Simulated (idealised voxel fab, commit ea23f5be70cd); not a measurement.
The document below concerns the process module designated voxel transistor to metal.
Section cut is 165 nm wide and gridded with 5 nm square cells.
The cross-sections in this document take the form of a grid made of square cells. They are written out as bands, in order from top to bottom. Each band consists of one or more rows of cells.
Look at the band entry: it leads with the top's height and the bottom's height in nm. Then it lists the materials left to right, with a width in nm for each. The word "everywhere" on a single material says that material fills the band edge to edge. The word "empty" is empty space.
A quick word on heights: they are counted from 0, and under that level the wafer as it came to us is one material throughout. The lowest band is different from the rest in having no bottom; it simply continues downward, written as in "0 down".
Per-row width for "30..40": begins at first number (top row of band), ends at second number (bottom row), increment between rows held constant.
"same as before" for a step: no cell of the cross-section changed in that step.
"Closed empty spaces" lists enclosed empty spaces (at least 8 cells, no open path upward to the top), each as width x height at distance from the left edge, in nm.
On each step's line, the part that comes after the settings is the simulator's own comment on the step.
The setting "overlay nm" may be written on the line of a step. When the step uses a mask, the value reports how far to the right of the planned place the mask lay, and a negative value reports that it lay to the left.
## Listed below are the process steps as planned
1: RECEIVE,material Si
2: CONFORMAL_DEP,material SiO2,thk nm 5
3: CONFORMAL_DEP,material SiN,thk nm 10
4: DIRECTIONAL_DEP,material aC,thk nm 15
5: PATTERN,tone cover,mask id ACTIVE,material resist,width nm 95,thk nm 30,overlay nm 0
6: DIRECTIONAL_ETCH,etch materials aC,depth nm 15
7: STRIP,etch materials resist
8: DIRECTIONAL_ETCH,etch materials SiN,depth nm 10
9: DIRECTIONAL_ETCH,etch materials SiO2,depth nm 5
10: DIRECTIONAL_ETCH,etch materials Si,depth nm 20
11: STRIP,etch materials aC
12: OXIDIZE,depth nm 5
13: FILL_DEP,material SiO2,thk nm 15
14: CMP,height nm 15
15: SELECTIVE_ETCH,etch materials SiO2,depth nm 5
16: STRIP,etch materials SiN
17: SELECTIVE_ETCH,etch materials SiO2,depth nm 5
18: OXIDIZE,depth nm 5
19: DIRECTIONAL_DEP,material polySi,thk nm 20
20: DIRECTIONAL_DEP,material SiCN,thk nm 15
21: PATTERN,tone cover,mask id GATE,material resist,width nm 15,thk nm 20,overlay nm 0
22: DIRECTIONAL_ETCH,etch materials SiCN,depth nm 25
23: DIRECTIONAL_ETCH,etch materials polySi,depth nm 30
24: STRIP,etch materials resist
25: CONFORMAL_DEP,material SiN,thk nm 5
26: DIRECTIONAL_ETCH,etch materials SiN,depth nm 5
27: DIRECTIONAL_ETCH,etch materials SiO2,depth nm 5
28: EPI,material SiGe,thk nm 5
29: FILL_DEP,material SiO2,thk nm 10
30: CMP,height nm 35
31: DIRECTIONAL_DEP,material SiO2,thk nm 10
32: PATTERN,tone open,mask id CONTACT,material resist,width nm 20,pitch nm 65,thk nm 15,overlay nm 0
33: DIRECTIONAL_ETCH,etch materials SiO2,depth nm 45
34: STRIP,etch materials resist
35: CONFORMAL_DEP,material TiN,thk nm 5
36: FILL_DEP,material Ru,thk nm 5
37: CMP,height nm 45
38: DIRECTIONAL_DEP,material TiN,thk nm 5
39: DIRECTIONAL_DEP,material Ru,thk nm 20
40: MASKED_ETCH,tone cover,mask id METAL_1,width nm 20,pitch nm 65,etch materials Ru,depth nm 20,overlay nm 0
41: MASKED_ETCH,tone cover,mask id METAL_1,width nm 20,pitch nm 65,etch materials TiN,depth nm 5,overlay nm 0
42: FILL_DEP,material SiO2,thk nm 10
43: CMP,height nm 70
44: CONFORMAL_DEP,material SiN,thk nm 5
## First wafer, two in total, run as planned
## As-received state of the wafer in cross-section, equivalent to post-step 1
0 down | Si everywhere
Closed empty spaces: none
## Take a look at the wafer's cross-section after step 2
5 to 0 | SiO2 everywhere
For the remainder of the cross-section, below 0, there is no change.
## Take a look at the wafer's cross-section after step 3
15 to 5 | SiN everywhere
For the remainder of the cross-section, below 5, there is no change.
## Take a look at the wafer's cross-section after step 4
30 to 15 | aC everywhere
For the remainder of the cross-section, below 15, there is no change.
## Take a look at the wafer's cross-section after step 5
60 to 30 | empty 35 nm  resist 95 nm  empty 35 nm
For the remainder of the cross-section, below 30, there is no change.
## Take a look at the wafer's cross-section after step 6
45 to 30 | empty 35 nm  resist 95 nm  empty 35 nm
30 to 15 | empty 35 nm  aC 95 nm  empty 35 nm
For the remainder of the cross-section, below 15, there is no change.
## Take a look at the wafer's cross-section after step 7
30 to 15 | empty 35 nm  aC 95 nm  empty 35 nm
For the remainder of the cross-section, below 15, there is no change.
## Take a look at the wafer's cross-section after step 8
30 to 15 | empty 35 nm  aC 95 nm  empty 35 nm
15 to 5 | empty 35 nm  SiN 95 nm  empty 35 nm
For the remainder of the cross-section, below 5, there is no change.
## Take a look at the wafer's cross-section after step 9
30 to 15 | empty 35 nm  aC 95 nm  empty 35 nm
15 to 5 | empty 35 nm  SiN 95 nm  empty 35 nm
5 to 0 | empty 35 nm  SiO2 95 nm  empty 35 nm
For the remainder of the cross-section, below 0, there is no change.
## Take a look at the wafer's cross-section after step 10
30 to 15 | empty 35 nm  aC 95 nm  empty 35 nm
15 to 5 | empty 35 nm  SiN 95 nm  empty 35 nm
5 to 0 | empty 35 nm  SiO2 95 nm  empty 35 nm
0 to -20 | empty 35 nm  Si 95 nm  empty 35 nm
For the remainder of the cross-section, below -20, there is no change.
## Take a look at the wafer's cross-section after step 11
15 to 5 | empty 35 nm  SiN 95 nm  empty 35 nm
For the remainder of the cross-section, below 5, there is no change.
## Take a look at the wafer's cross-section after step 12
15 to 5 | empty 35 nm  SiN 95 nm  empty 35 nm
5 to 0 | empty 35 nm  SiO2 95 nm  empty 35 nm
0 to -20 | empty 35 nm  SiO2 5 nm  Si 85 nm  SiO2 5 nm  empty 35 nm
-20 to -25 | SiO2 40 nm  Si 85 nm  SiO2 40 nm
For the remainder of the cross-section, below -25, there is no change.
## Take a look at the wafer's cross-section after step 13
30 to 15 | SiO2 everywhere
15 to 5 | SiO2 35 nm  SiN 95 nm  SiO2 35 nm
5 to 0 | SiO2 everywhere
0 to -25 | SiO2 40 nm  Si 85 nm  SiO2 40 nm
For the remainder of the cross-section, below -25, there is no change.
## Take a look at the wafer's cross-section after step 14
15 to 5 | SiO2 35 nm  SiN 95 nm  SiO2 35 nm
For the remainder of the cross-section, below 5, there is no change.
## Take a look at the wafer's cross-section after step 15
15 to 10 | empty 35 nm  SiN 95 nm  empty 35 nm
For the remainder of the cross-section, below 10, there is no change.
## Take a look at the wafer's cross-section after step 16
10 to 5 | SiO2 35 nm  empty 95 nm  SiO2 35 nm
For the remainder of the cross-section, below 5, there is no change.
## Take a look at the wafer's cross-section after step 17
5 to 0 | SiO2 30 nm  empty 105 nm  SiO2 30 nm
For the remainder of the cross-section, below 0, there is no change.
## Take a look at the wafer's cross-section after step 18
5 to 0 | SiO2 30 nm  empty 105 nm  SiO2 30 nm
0 to -5 | SiO2 everywhere
For the remainder of the cross-section, below -5, there is no change.
## Take a look at the wafer's cross-section after step 19
25 to 20 | polySi 30 nm  empty 105 nm  polySi 30 nm
20 to 5 | polySi everywhere
5 to 0 | SiO2 30 nm  polySi 105 nm  SiO2 30 nm
For the remainder of the cross-section, below 0, there is no change.
## Take a look at the wafer's cross-section after step 20
40 to 35 | SiCN 30 nm  empty 105 nm  SiCN 30 nm
35 to 25 | SiCN everywhere
25 to 20 | polySi 30 nm  SiCN 105 nm  polySi 30 nm
For the remainder of the cross-section, below 20, there is no change.
## Take a look at the wafer's cross-section after step 21
60 to 40 | empty 75 nm  resist 15 nm  empty 75 nm
40 to 35 | SiCN 30 nm  empty 45 nm  resist 15 nm  empty 45 nm  SiCN 30 nm
For the remainder of the cross-section, below 35, there is no change.
## Take a look at the wafer's cross-section after step 22
60 to 35 | empty 75 nm  resist 15 nm  empty 75 nm
35 to 25 | empty 75 nm  SiCN 15 nm  empty 75 nm
25 to 20 | polySi 30 nm  empty 45 nm  SiCN 15 nm  empty 45 nm  polySi 30 nm
For the remainder of the cross-section, below 20, there is no change.
## Take a look at the wafer's cross-section after step 23
60 to 35 | empty 75 nm  resist 15 nm  empty 75 nm
35 to 20 | empty 75 nm  SiCN 15 nm  empty 75 nm
20 to 5 | empty 75 nm  polySi 15 nm  empty 75 nm
5 to 0 | SiO2 30 nm  empty 45 nm  polySi 15 nm  empty 45 nm  SiO2 30 nm
For the remainder of the cross-section, below 0, there is no change.
## Take a look at the wafer's cross-section after step 24
35 to 20 | empty 75 nm  SiCN 15 nm  empty 75 nm
For the remainder of the cross-section, below 20, there is no change.
## Take a look at the wafer's cross-section after step 25
40 to 35 | empty 70 nm  SiN 25 nm  empty 70 nm
35 to 20 | empty 70 nm  SiN 5 nm  SiCN 15 nm  SiN 5 nm  empty 70 nm
20 to 10 | empty 70 nm  SiN 5 nm  polySi 15 nm  SiN 5 nm  empty 70 nm
10 to 5 | SiN 35 nm  empty 35 nm  SiN 5 nm  polySi 15 nm  SiN 5 nm  empty 35 nm  SiN 35 nm
5 to 0 | SiO2 30 nm  SiN 45 nm  polySi 15 nm  SiN 45 nm  SiO2 30 nm
For the remainder of the cross-section, below 0, there is no change.
## Take a look at the wafer's cross-section after step 26
35 to 20 | empty 70 nm  SiN 5 nm  SiCN 15 nm  SiN 5 nm  empty 70 nm
20 to 5 | empty 70 nm  SiN 5 nm  polySi 15 nm  SiN 5 nm  empty 70 nm
5 to 0 | SiO2 30 nm  SiN 5 nm  empty 35 nm  SiN 5 nm  polySi 15 nm  SiN 5 nm  empty 35 nm  SiN 5 nm  SiO2 30 nm
For the remainder of the cross-section, below 0, there is no change.
## Take a look at the wafer's cross-section after step 27
35 to 20 | empty 70 nm  SiN 5 nm  SiCN 15 nm  SiN 5 nm  empty 70 nm
20 to 5 | empty 70 nm  SiN 5 nm  polySi 15 nm  SiN 5 nm  empty 70 nm
5 to 0 | empty 30 nm  SiN 5 nm  empty 35 nm  SiN 5 nm  polySi 15 nm  SiN 5 nm  empty 35 nm  SiN 5 nm  empty 30 nm
0 to -5 | SiO2 35 nm  empty 35 nm  SiO2 25 nm  empty 35 nm  SiO2 35 nm
For the remainder of the cross-section, below -5, there is no change.
## Take a look at the wafer's cross-section after step 28
35 to 20 | empty 70 nm  SiN 5 nm  SiCN 15 nm  SiN 5 nm  empty 70 nm
20 to 5 | empty 70 nm  SiN 5 nm  polySi 15 nm  SiN 5 nm  empty 70 nm
5 to 0 | empty 30 nm  SiN 5 nm  empty 35 nm  SiN 5 nm  polySi 15 nm  SiN 5 nm  empty 35 nm  SiN 5 nm  empty 30 nm
0 to -5 | SiO2 35 nm  SiGe 35 nm  SiO2 25 nm  SiGe 35 nm  SiO2 35 nm
For the remainder of the cross-section, below -5, there is no change.
## Take a look at the wafer's cross-section after step 29
45 to 35 | SiO2 everywhere
35 to 20 | SiO2 70 nm  SiN 5 nm  SiCN 15 nm  SiN 5 nm  SiO2 70 nm
20 to 5 | SiO2 70 nm  SiN 5 nm  polySi 15 nm  SiN 5 nm  SiO2 70 nm
5 to 0 | SiO2 30 nm  SiN 5 nm  SiO2 35 nm  SiN 5 nm  polySi 15 nm  SiN 5 nm  SiO2 35 nm  SiN 5 nm  SiO2 30 nm
For the remainder of the cross-section, below 0, there is no change.
## Take a look at the wafer's cross-section after step 30
35 to 20 | SiO2 70 nm  SiN 5 nm  SiCN 15 nm  SiN 5 nm  SiO2 70 nm
For the remainder of the cross-section, below 20, there is no change.
## Take a look at the wafer's cross-section after step 31
45 to 35 | SiO2 everywhere
For the remainder of the cross-section, below 35, there is no change.
## Take a look at the wafer's cross-section after step 32
60 to 45 | resist 40 nm  empty 20 nm  resist 45 nm  empty 20 nm  resist 40 nm
For the remainder of the cross-section, below 45, there is no change.
## Take a look at the wafer's cross-section after step 33
60 to 45 | resist 40 nm  empty 20 nm  resist 45 nm  empty 20 nm  resist 40 nm
45 to 35 | SiO2 40 nm  empty 20 nm  SiO2 45 nm  empty 20 nm  SiO2 40 nm
35 to 20 | SiO2 40 nm  empty 20 nm  SiO2 10 nm  SiN 5 nm  SiCN 15 nm  SiN 5 nm  SiO2 10 nm  empty 20 nm  SiO2 40 nm
20 to 5 | SiO2 40 nm  empty 20 nm  SiO2 10 nm  SiN 5 nm  polySi 15 nm  SiN 5 nm  SiO2 10 nm  empty 20 nm  SiO2 40 nm
5 to 0 | SiO2 30 nm  SiN 5 nm  SiO2 5 nm  empty 20 nm  SiO2 10 nm  SiN 5 nm  polySi 15 nm  SiN 5 nm  SiO2 10 nm  empty 20 nm  SiO2 5 nm  SiN 5 nm  SiO2 30 nm
For the remainder of the cross-section, below 0, there is no change.
## Take a look at the wafer's cross-section after step 34
45 to 35 | SiO2 40 nm  empty 20 nm  SiO2 45 nm  empty 20 nm  SiO2 40 nm
For the remainder of the cross-section, below 35, there is no change.
## Take a look at the wafer's cross-section after step 35
50 to 45 | TiN 45 nm  empty 10 nm  TiN 55 nm  empty 10 nm  TiN 45 nm
45 to 35 | SiO2 40 nm  TiN 5 nm  empty 10 nm  TiN 5 nm  SiO2 45 nm  TiN 5 nm  empty 10 nm  TiN 5 nm  SiO2 40 nm
35 to 20 | SiO2 40 nm  TiN 5 nm  empty 10 nm  TiN 5 nm  SiO2 10 nm  SiN 5 nm  SiCN 15 nm  SiN 5 nm  SiO2 10 nm  TiN 5 nm  empty 10 nm  TiN 5 nm  SiO2 40 nm
20 to 5 | SiO2 40 nm  TiN 5 nm  empty 10 nm  TiN 5 nm  SiO2 10 nm  SiN 5 nm  polySi 15 nm  SiN 5 nm  SiO2 10 nm  TiN 5 nm  empty 10 nm  TiN 5 nm  SiO2 40 nm
5 to 0 | SiO2 30 nm  SiN 5 nm  SiO2 5 nm  TiN 20 nm  SiO2 10 nm  SiN 5 nm  polySi 15 nm  SiN 5 nm  SiO2 10 nm  TiN 20 nm  SiO2 5 nm  SiN 5 nm  SiO2 30 nm
For the remainder of the cross-section, below 0, there is no change.
## Take a look at the wafer's cross-section after step 36
55 to 50 | Ru everywhere
50 to 45 | TiN 45 nm  Ru 10 nm  TiN 55 nm  Ru 10 nm  TiN 45 nm
45 to 35 | SiO2 40 nm  TiN 5 nm  Ru 10 nm  TiN 5 nm  SiO2 45 nm  TiN 5 nm  Ru 10 nm  TiN 5 nm  SiO2 40 nm
35 to 20 | SiO2 40 nm  TiN 5 nm  Ru 10 nm  TiN 5 nm  SiO2 10 nm  SiN 5 nm  SiCN 15 nm  SiN 5 nm  SiO2 10 nm  TiN 5 nm  Ru 10 nm  TiN 5 nm  SiO2 40 nm
20 to 5 | SiO2 40 nm  TiN 5 nm  Ru 10 nm  TiN 5 nm  SiO2 10 nm  SiN 5 nm  polySi 15 nm  SiN 5 nm  SiO2 10 nm  TiN 5 nm  Ru 10 nm  TiN 5 nm  SiO2 40 nm
For the remainder of the cross-section, below 5, there is no change.
## Take a look at the wafer's cross-section after step 37
45 to 35 | SiO2 40 nm  TiN 5 nm  Ru 10 nm  TiN 5 nm  SiO2 45 nm  TiN 5 nm  Ru 10 nm  TiN 5 nm  SiO2 40 nm
For the remainder of the cross-section, below 35, there is no change.
## Take a look at the wafer's cross-section after step 38
50 to 45 | TiN everywhere
For the remainder of the cross-section, below 45, there is no change.
## Take a look at the wafer's cross-section after step 39
70 to 50 | Ru everywhere
For the remainder of the cross-section, below 50, there is no change.
## Take a look at the wafer's cross-section after step 40
70 to 50 | empty 40 nm  Ru 20 nm  empty 45 nm  Ru 20 nm  empty 40 nm
For the remainder of the cross-section, below 50, there is no change.
## Take a look at the wafer's cross-section after step 41
70 to 50 | empty 40 nm  Ru 20 nm  empty 45 nm  Ru 20 nm  empty 40 nm
50 to 45 | empty 40 nm  TiN 20 nm  empty 45 nm  TiN 20 nm  empty 40 nm
For the remainder of the cross-section, below 45, there is no change.
## Take a look at the wafer's cross-section after step 42
80 to 70 | SiO2 everywhere
70 to 50 | SiO2 40 nm  Ru 20 nm  SiO2 45 nm  Ru 20 nm  SiO2 40 nm
50 to 45 | SiO2 40 nm  TiN 20 nm  SiO2 45 nm  TiN 20 nm  SiO2 40 nm
For the remainder of the cross-section, below 45, there is no change.
## Take a look at the wafer's cross-section after step 43
70 to 50 | SiO2 40 nm  Ru 20 nm  SiO2 45 nm  Ru 20 nm  SiO2 40 nm
For the remainder of the cross-section, below 50, there is no change.
## Take a look at the wafer's cross-section after step 44
75 to 70 | SiN everywhere
For the remainder of the cross-section, below 70, there is no change.
## The second wafer: identical to the first at the outset and in its planned sequence, differing only in that one mistake was made during processing; up to and including step 31, its path is the first wafer's path
## Here is the second wafer in cross-section at the point where step 32 of the plan should have been done
60 to 45 | resist 45 nm  empty 20 nm  resist 45 nm  empty 20 nm  resist 35 nm
For the remainder of the cross-section, below 45, there is no change.
## Here is the second wafer in cross-section at the point where step 33 of the plan should have been done
60 to 45 | resist 45 nm  empty 20 nm  resist 45 nm  empty 20 nm  resist 35 nm
45 to 35 | SiO2 45 nm  empty 20 nm  SiO2 45 nm  empty 20 nm  SiO2 35 nm
35 to 20 | SiO2 45 nm  empty 20 nm  SiO2 5 nm  SiN 5 nm  SiCN 15 nm  SiN 5 nm  SiO2 15 nm  empty 20 nm  SiO2 35 nm
20 to 5 | SiO2 45 nm  empty 20 nm  SiO2 5 nm  SiN 5 nm  polySi 15 nm  SiN 5 nm  SiO2 15 nm  empty 20 nm  SiO2 35 nm
5 to 0 | SiO2 30 nm  SiN 5 nm  SiO2 10 nm  empty 20 nm  SiO2 5 nm  SiN 5 nm  polySi 15 nm  SiN 5 nm  SiO2 15 nm  empty 20 nm  SiN 5 nm  SiO2 30 nm
For the remainder of the cross-section, below 0, there is no change.
## Here is the second wafer in cross-section at the point where step 34 of the plan should have been done
45 to 35 | SiO2 45 nm  empty 20 nm  SiO2 45 nm  empty 20 nm  SiO2 35 nm
For the remainder of the cross-section, below 35, there is no change.
## Here is the second wafer in cross-section at the point where step 35 of the plan should have been done
50 to 45 | TiN 50 nm  empty 10 nm  TiN 55 nm  empty 10 nm  TiN 40 nm
45 to 35 | SiO2 45 nm  TiN 5 nm  empty 10 nm  TiN 5 nm  SiO2 45 nm  TiN 5 nm  empty 10 nm  TiN 5 nm  SiO2 35 nm
35 to 20 | SiO2 45 nm  TiN 5 nm  empty 10 nm  TiN 5 nm  SiO2 5 nm  SiN 5 nm  SiCN 15 nm  SiN 5 nm  SiO2 15 nm  TiN 5 nm  empty 10 nm  TiN 5 nm  SiO2 35 nm
20 to 5 | SiO2 45 nm  TiN 5 nm  empty 10 nm  TiN 5 nm  SiO2 5 nm  SiN 5 nm  polySi 15 nm  SiN 5 nm  SiO2 15 nm  TiN 5 nm  empty 10 nm  TiN 5 nm  SiO2 35 nm
5 to 0 | SiO2 30 nm  SiN 5 nm  SiO2 10 nm  TiN 20 nm  SiO2 5 nm  SiN 5 nm  polySi 15 nm  SiN 5 nm  SiO2 15 nm  TiN 20 nm  SiN 5 nm  SiO2 30 nm
For the remainder of the cross-section, below 0, there is no change.
## Here is the second wafer in cross-section at the point where step 36 of the plan should have been done
55 to 50 | Ru everywhere
50 to 45 | TiN 50 nm  Ru 10 nm  TiN 55 nm  Ru 10 nm  TiN 40 nm
45 to 35 | SiO2 45 nm  TiN 5 nm  Ru 10 nm  TiN 5 nm  SiO2 45 nm  TiN 5 nm  Ru 10 nm  TiN 5 nm  SiO2 35 nm
35 to 20 | SiO2 45 nm  TiN 5 nm  Ru 10 nm  TiN 5 nm  SiO2 5 nm  SiN 5 nm  SiCN 15 nm  SiN 5 nm  SiO2 15 nm  TiN 5 nm  Ru 10 nm  TiN 5 nm  SiO2 35 nm
20 to 5 | SiO2 45 nm  TiN 5 nm  Ru 10 nm  TiN 5 nm  SiO2 5 nm  SiN 5 nm  polySi 15 nm  SiN 5 nm  SiO2 15 nm  TiN 5 nm  Ru 10 nm  TiN 5 nm  SiO2 35 nm
For the remainder of the cross-section, below 5, there is no change.
## Here is the second wafer in cross-section at the point where step 37 of the plan should have been done
45 to 35 | SiO2 45 nm  TiN 5 nm  Ru 10 nm  TiN 5 nm  SiO2 45 nm  TiN 5 nm  Ru 10 nm  TiN 5 nm  SiO2 35 nm
For the remainder of the cross-section, below 35, there is no change.
## Here is the second wafer in cross-section at the point where step 38 of the plan should have been done
50 to 45 | TiN everywhere
For the remainder of the cross-section, below 45, there is no change.
## Here is the second wafer in cross-section at the point where step 39 of the plan should have been done
70 to 50 | Ru everywhere
For the remainder of the cross-section, below 50, there is no change.
## Here is the second wafer in cross-section at the point where step 40 of the plan should have been done
70 to 50 | empty 40 nm  Ru 20 nm  empty 45 nm  Ru 20 nm  empty 40 nm
For the remainder of the cross-section, below 50, there is no change.
## Here is the second wafer in cross-section at the point where step 41 of the plan should have been done
70 to 50 | empty 40 nm  Ru 20 nm  empty 45 nm  Ru 20 nm  empty 40 nm
50 to 45 | empty 40 nm  TiN 20 nm  empty 45 nm  TiN 20 nm  empty 40 nm
For the remainder of the cross-section, below 45, there is no change.
## Here is the second wafer in cross-section at the point where step 42 of the plan should have been done
80 to 70 | SiO2 everywhere
70 to 50 | SiO2 40 nm  Ru 20 nm  SiO2 45 nm  Ru 20 nm  SiO2 40 nm
50 to 45 | SiO2 40 nm  TiN 20 nm  SiO2 45 nm  TiN 20 nm  SiO2 40 nm
For the remainder of the cross-section, below 45, there is no change.
## Here is the second wafer in cross-section at the point where step 43 of the plan should have been done
70 to 50 | SiO2 40 nm  Ru 20 nm  SiO2 45 nm  Ru 20 nm  SiO2 40 nm
For the remainder of the cross-section, below 50, there is no change.
## Here is the second wafer in cross-section at the point where step 44 of the plan should have been done
75 to 70 | SiN everywhere
For the remainder of the cross-section, below 70, there is no change.
Here's what went sideways: step 32 went in with a setting other than planned; the actual run was PATTERN,tone open,mask id CONTACT,material resist,width nm 20,pitch nm 65,thk nm 15,overlay nm 5
The two final wafers agree on how many cells each material fills and disagree on which cells those are.
